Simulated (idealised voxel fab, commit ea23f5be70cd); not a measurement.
voxel self aligned vias: a process module
Shown is cross-section cut, with a width of 295 nm and square cells of size 5 nm.
Cross-section format: a grid of square cells, given as bands from top to bottom; each band is one or more rows of cells. Within each band entry, the heights of the top and of the bottom of the band appear first, in that order and in nm; the materials of the band then follow from left to right, each with its corresponding width in nm. The designation "edge to edge" on a single material indicates that it fills the band from edge to edge; the designation "air" indicates empty space. Heights from 0 (as-received wafer is one material below). Bottom band endless downward, as "0 and below". With a width like "30 to 40", each row of cells in the band differs from the next by the same amount, the top row carrying the first number and the bottom row the second. Where a step carries "nothing different", the cross-section came out of it unchanged, cell for cell. The list in "Fully sealed cavities" covers empty spaces of 8 cells or more that cannot reach the top through any open way, and it gives each as width x height at distance; the distance is from the left edge, and width, height and distance are in nm. after a step's settings: what the simulator itself notes on the step. overlay nm: step with mask; distance mask lay right of planned place; negative value = left of planned place.
## Here's what the planned process steps look like
1) RECEIVE | material Si
2) CONFORMAL_DEP | material SiO2 | thk nm 10
3) CONFORMAL_DEP | material SiCN | thk nm 5
4) DIRECTIONAL_DEP | material lowk | thk nm 25
5) DIRECTIONAL_DEP | material aC | thk nm 10
6) PATTERN | tone open | mask id LINES | material resist | width nm 25 | pitch nm 50 | thk nm 30 | overlay nm 0
7) DIRECTIONAL_ETCH | etch materials aC | depth nm 10
8) STRIP | etch materials resist
9) DIRECTIONAL_ETCH | etch materials lowk | depth nm 25
10) STRIP | etch materials aC
11) CONFORMAL_DEP | material TiN | thk nm 5
12) FILL_DEP | material Ru | thk nm 5
13) CMP | height nm 40
14) SELECTIVE_ETCH | etch materials W Ru TiN | depth nm 5
15) FILL_DEP | material SiN | thk nm 10
16) CMP | height nm 40
17) DIRECTIONAL_DEP | material lowk | thk nm 15
18) PATTERN | tone open | mask id VIAS | material resist | width nm 35 | thk nm 15 | overlay nm 0
19) DIRECTIONAL_ETCH | etch materials lowk | depth nm 15
20) DIRECTIONAL_ETCH | etch materials SiN | depth nm 5
21) STRIP | etch materials resist
22) CONFORMAL_DEP | material TiN | thk nm 5
23) FILL_DEP | material Cu | thk nm 10
24) CMP | height nm 55
25) CONFORMAL_DEP | material SiCN | thk nm 5
## First of two wafers: run as planned
## Cross-section of the wafer as it came to us, i.e., already through step 1
0 and below: Si edge to edge
Fully sealed cavities: none
## Cross-section: wafer state after step 2
10 down to 0: SiO2 edge to edge
Heights below 0 show no change.
## Cross-section: wafer state after step 3
15 down to 10: SiCN edge to edge
Heights below 10 show no change.
## Cross-section: wafer state after step 4
40 down to 15: lowk edge to edge
Heights below 15 show no change.
## Cross-section: wafer state after step 5
50 down to 40: aC edge to edge
Heights below 40 show no change.
## Cross-section: wafer state after step 6
80 down to 50: 110 of resist / 25 of air / 25 of resist / 25 of air / 110 of resist
Heights below 50 show no change.
## Cross-section: wafer state after step 7
70 down to 50: 110 of resist / 25 of air / 25 of resist / 25 of air / 110 of resist
50 down to 40: 110 of aC / 25 of air / 25 of aC / 25 of air / 110 of aC
Heights below 40 show no change.
## Cross-section: wafer state after step 8
50 down to 40: 110 of aC / 25 of air / 25 of aC / 25 of air / 110 of aC
Heights below 40 show no change.
## Cross-section: wafer state after step 9
50 down to 40: 110 of aC / 25 of air / 25 of aC / 25 of air / 110 of aC
40 down to 15: 110 of lowk / 25 of air / 25 of lowk / 25 of air / 110 of lowk
Heights below 15 show no change.
## Cross-section: wafer state after step 10
40 down to 15: 110 of lowk / 25 of air / 25 of lowk / 25 of air / 110 of lowk
Heights below 15 show no change.
## Cross-section: wafer state after step 11
45 down to 40: 115 of TiN / 15 of air / 35 of TiN / 15 of air / 115 of TiN
40 down to 20: 110 of lowk / 5 of TiN / 15 of air / 5 of TiN / 25 of lowk / 5 of TiN / 15 of air / 5 of TiN / 110 of lowk
20 down to 15: 110 of lowk / 25 of TiN / 25 of lowk / 25 of TiN / 110 of lowk
Heights below 15 show no change.
## Cross-section: wafer state after step 12
50 down to 45: Ru edge to edge
45 down to 40: 115 of TiN / 15 of Ru / 35 of TiN / 15 of Ru / 115 of TiN
40 down to 20: 110 of lowk / 5 of TiN / 15 of Ru / 5 of TiN / 25 of lowk / 5 of TiN / 15 of Ru / 5 of TiN / 110 of lowk
Heights below 20 show no change.
## Cross-section: wafer state after step 13
40 down to 20: 110 of lowk / 5 of TiN / 15 of Ru / 5 of TiN / 25 of lowk / 5 of TiN / 15 of Ru / 5 of TiN / 110 of lowk
Heights below 20 show no change.
## Cross-section: wafer state after step 14
40 down to 35: 110 of lowk / 25 of air / 25 of lowk / 25 of air / 110 of lowk
Heights below 35 show no change.
## Cross-section: wafer state after step 15
50 down to 40: SiN edge to edge
40 down to 35: 110 of lowk / 25 of SiN / 25 of lowk / 25 of SiN / 110 of lowk
Heights below 35 show no change.
## Cross-section: wafer state after step 16
40 down to 35: 110 of lowk / 25 of SiN / 25 of lowk / 25 of SiN / 110 of lowk
Heights below 35 show no change.
## Cross-section: wafer state after step 17
55 down to 40: lowk edge to edge
Heights below 40 show no change.
## Cross-section: wafer state after step 18
70 down to 55: 105 of resist / 35 of air / 155 of resist
Heights below 55 show no change.
## Cross-section: wafer state after step 19
70 down to 55: 105 of resist / 35 of air / 155 of resist
55 down to 40: 105 of lowk / 35 of air / 155 of lowk
Heights below 40 show no change.
## Cross-section: wafer state after step 20
70 down to 55: 105 of resist / 35 of air / 155 of resist
55 down to 40: 105 of lowk / 35 of air / 155 of lowk
40 down to 35: 110 of lowk / 25 of air / 25 of lowk / 25 of SiN / 110 of lowk
Heights below 35 show no change.
## Cross-section: wafer state after step 21
55 down to 40: 105 of lowk / 35 of air / 155 of lowk
Heights below 40 show no change.
## Cross-section: wafer state after step 22
60 down to 55: 110 of TiN / 25 of air / 160 of TiN
55 down to 45: 105 of lowk / 5 of TiN / 25 of air / 5 of TiN / 155 of lowk
45 down to 40: 105 of lowk / 10 of TiN / 15 of air / 10 of TiN / 155 of lowk
40 down to 35: 110 of lowk / 25 of TiN / 25 of lowk / 25 of SiN / 110 of lowk
Heights below 35 show no change.
## Cross-section: wafer state after step 23
70 down to 60: Cu edge to edge
60 down to 55: 110 of TiN / 25 of Cu / 160 of TiN
55 down to 45: 105 of lowk / 5 of TiN / 25 of Cu / 5 of TiN / 155 of lowk
45 down to 40: 105 of lowk / 10 of TiN / 15 of Cu / 10 of TiN / 155 of lowk
Heights below 40 show no change.
## Cross-section: wafer state after step 24
55 down to 45: 105 of lowk / 5 of TiN / 25 of Cu / 5 of TiN / 155 of lowk
Heights below 45 show no change.
## Cross-section: wafer state after step 25
60 down to 55: SiCN edge to edge
Heights below 55 show no change.
## The second wafer was prepared from the same starting point and under the same plan as the first; its processing contained one mistake, and it remains indistinguishable from the first wafer up to and including step 17
## when step 18 should have ended
70 down to 55: 105 of air / 35 of resist / 155 of air
Heights below 55 show no change.
## when step 19 should have ended
70 down to 55: 105 of air / 35 of resist / 155 of air
55 down to 40: 105 of air / 35 of lowk / 155 of air
Heights below 40 show no change.
## when step 20 should have ended
70 down to 55: 105 of air / 35 of resist / 155 of air
55 down to 40: 105 of air / 35 of lowk / 155 of air
40 down to 35: 110 of lowk / 25 of SiN / 25 of lowk / 25 of air / 110 of lowk
Heights below 35 show no change.
## when step 21 should have ended
55 down to 40: 105 of air / 35 of lowk / 155 of air
Heights below 40 show no change.
## when step 22 should have ended
60 down to 55: 100 of air / 45 of TiN / 150 of air
55 down to 45: 100 of air / 5 of TiN / 35 of lowk / 5 of TiN / 150 of air
45 down to 40: 105 of TiN / 35 of lowk / 25 of TiN / 15 of air / 115 of TiN
40 down to 35: 110 of lowk / 25 of SiN / 25 of lowk / 25 of TiN / 110 of lowk
Heights below 35 show no change.
## when step 23 should have ended
70 down to 60: Cu edge to edge
60 down to 55: 100 of Cu / 45 of TiN / 150 of Cu
55 down to 45: 100 of Cu / 5 of TiN / 35 of lowk / 5 of TiN / 150 of Cu
45 down to 40: 105 of TiN / 35 of lowk / 25 of TiN / 15 of Cu / 115 of TiN
Heights below 40 show no change.
## when step 24 should have ended
55 down to 45: 100 of Cu / 5 of TiN / 35 of lowk / 5 of TiN / 150 of Cu
Heights below 45 show no change.
## when step 25 should have ended
60 down to 55: SiCN edge to edge
Heights below 55 show no change.
Plan not followed: step 18 was processed under conditions differing from the plan, specifically as PATTERN | tone cover | mask id VIAS | material resist | width nm 35 | thk nm 15 | overlay nm 0
End check, counted in cells, second wafer has more or fewer of these materials than the first: +90 Cu | +45 TiN | -135 lowk
